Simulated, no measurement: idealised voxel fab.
process module | voxel transistor to metal
cross-section cut | 260 nm wide | cells 5 nm
A cross-section is a grid of square cells, given in bands from the top down. A band is one or more rows of cells.
Each band's line starts with the height of the band's top and of its bottom, in nm. Then come its materials from left to right, each with its width in nm. One material with "throughout" fills the band from edge to edge. "air" is empty space.
Height 0 is the level under which the wafer as received is all one material. The lowest band goes on downwards, as in "0 down".
A width such as "30 to 40" changes by the same amount from each row of cells to the next, from the band's top row to its bottom row.
"no change" after a step means that no cell of the cross-section changed.
closed voids: empty space of 8 cells or more with no open way to the top, each as width x height at its distance from the left edge, in nm
after a step's settings: what the simulator itself notes on the step
overlay nm, on a step with a mask: how far to the right of its planned place the mask lay; to the left if negative
plan
1 op RECEIVE | material Si
2 op CONFORMAL_DEP | material SiO2 | thk nm 5
3 op CONFORMAL_DEP | material SiN | thk nm 15
4 op DIRECTIONAL_DEP | material aC | thk nm 15
5 op PATTERN | tone cover | mask id ACTIVE | material resist | width nm 100 | pitch nm 130 | thk nm 30 | overlay nm 0
6 op DIRECTIONAL_ETCH | etch materials aC | depth nm 15
7 op STRIP | etch materials resist
8 op DIRECTIONAL_ETCH | etch materials SiN | depth nm 15
9 op DIRECTIONAL_ETCH | etch materials SiO2 | depth nm 5
10 op DIRECTIONAL_ETCH | etch materials Si | depth nm 25
11 op STRIP | etch materials aC
12 op FILL_DEP | material SiO2 | thk nm 15
13 op CMP | height nm 20
14 op SELECTIVE_ETCH | etch materials SiO2 | depth nm 15
15 op STRIP | etch materials SiN
16 op SELECTIVE_ETCH | etch materials SiO2 | depth nm 5
17 op OXIDIZE | depth nm 5
18 op DIRECTIONAL_DEP | material polySi | thk nm 20
19 op DIRECTIONAL_DEP | material SiCN | thk nm 15
20 op PATTERN | tone cover | mask id GATE | material resist | width nm 20 | pitch nm 130 | thk nm 20 | overlay nm 0
21 op DIRECTIONAL_ETCH | etch materials SiCN | depth nm 25
22 op DIRECTIONAL_ETCH | etch materials polySi | depth nm 30
23 op STRIP | etch materials resist
24 op CONFORMAL_DEP | material SiO2 | thk nm 5
25 op DIRECTIONAL_ETCH | etch materials SiO2 | depth nm 5
26 op CONFORMAL_DEP | material SiN | thk nm 10
27 op DIRECTIONAL_ETCH | etch materials SiN | depth nm 10
28 op DIRECTIONAL_ETCH | etch materials SiO2 | depth nm 5
29 op DIRECTIONAL_ETCH | etch materials Si | depth nm 10
30 op EPI | material SiGe | thk nm 15
31 op FILL_DEP | material SiO2 | thk nm 5
32 op CMP | height nm 35
33 op DIRECTIONAL_DEP | material SiO2 | thk nm 10
34 op DIRECTIONAL_DEP | material aC | thk nm 15
35 op PATTERN | tone open | mask id CONTACT | material resist | width nm 15 | pitch nm 65 | thk nm 35 | overlay nm 0
36 op DIRECTIONAL_ETCH | etch materials aC | depth nm 15
37 op STRIP | etch materials resist
38 op DIRECTIONAL_ETCH | etch materials SiO2 | depth nm 35
39 op STRIP | etch materials aC
40 op CONFORMAL_DEP | material TiN | thk nm 5
41 op FILL_DEP | material W | thk nm 5
42 op CMP | height nm 45
43 op DIRECTIONAL_DEP | material TiN | thk nm 5
44 op DIRECTIONAL_DEP | material W | thk nm 15
45 op DIRECTIONAL_DEP | material aC | thk nm 10
46 op PATTERN | tone cover | mask id METAL_1 | material resist | width nm 15 | pitch nm 65 | thk nm 25 | overlay nm 0
47 op DIRECTIONAL_ETCH | etch materials aC | depth nm 10
48 op STRIP | etch materials resist
49 op DIRECTIONAL_ETCH | etch materials W | depth nm 15
50 op DIRECTIONAL_ETCH | etch materials TiN | depth nm 5
51 op STRIP | etch materials aC
52 op CONFORMAL_DEP | material SiCN | thk nm 5
53 op FILL_DEP | material lowk | thk nm 5
54 op CMP | height nm 65
55 op CONFORMAL_DEP | material SiCN | thk nm 5
56 op DIRECTIONAL_DEP | material lowk | thk nm 35
57 op DIRECTIONAL_DEP | material aC | thk nm 10
58 op PATTERN | tone open | mask id METAL_2 | material resist | width nm 15 | pitch nm 130 | thk nm 25 | overlay nm 0
59 op DIRECTIONAL_ETCH | etch materials aC | depth nm 10
60 op STRIP | etch materials resist
61 op DIRECTIONAL_ETCH | etch materials lowk | depth nm 20
62 op STRIP | etch materials aC
63 op MASKED_ETCH | tone open | mask id METAL_2_HOLES | width nm 15 | pitch nm 130 | etch materials lowk | depth nm 15 | overlay nm 0
64 op MASKED_ETCH | tone open | mask id METAL_2_HOLES | width nm 15 | pitch nm 130 | etch materials SiCN | depth nm 5 | overlay nm -10
65 op CONFORMAL_DEP | material TiN | thk nm 5
66 op FILL_DEP | material Cu | thk nm 5
67 op CMP | height nm 105
68 op CONFORMAL_DEP | material SiN | thk nm 5
varied across the wafers: overlay nm of step 64. The plan shows the first wafer's value. All wafers start alike
first wafer as received, after step 1
  0 down: Si throughout
  closed voids: none
each wafer at the end: cells of each material gained (+) or lost (-) since it was received, then its closed voids
overlay nm -10 | +12 Cu | -140 Si | +138 SiCN | +88 SiGe | +108 SiN | +324 SiO2 | +104 TiN | +60 W | +418 lowk | +32 polySi | closed voids: none
overlay nm -5 | +12 Cu | -140 Si | +136 SiCN | +88 SiGe | +108 SiN | +324 SiO2 | +106 TiN | +60 W | +418 lowk | +32 polySi | closed voids: none
overlay nm 0 | +14 Cu | -140 Si | +134 SiCN | +88 SiGe | +108 SiN | +324 SiO2 | +106 TiN | +60 W | +418 lowk | +32 polySi | closed voids: none
overlay nm 5 | +12 Cu | -140 Si | +136 SiCN | +88 SiGe | +108 SiN | +324 SiO2 | +106 TiN | +60 W | +418 lowk | +32 polySi | closed voids: none
overlay nm 10 | +12 Cu | -140 Si | +138 SiCN | +88 SiGe | +108 SiN | +324 SiO2 | +104 TiN | +60 W | +418 lowk | +32 polySi | closed voids: none
overlay nm 15 | +12 Cu | -140 Si | +140 SiCN | +88 SiGe | +108 SiN | +324 SiO2 | +102 TiN | +60 W | +418 lowk | +32 polySi | closed voids: none
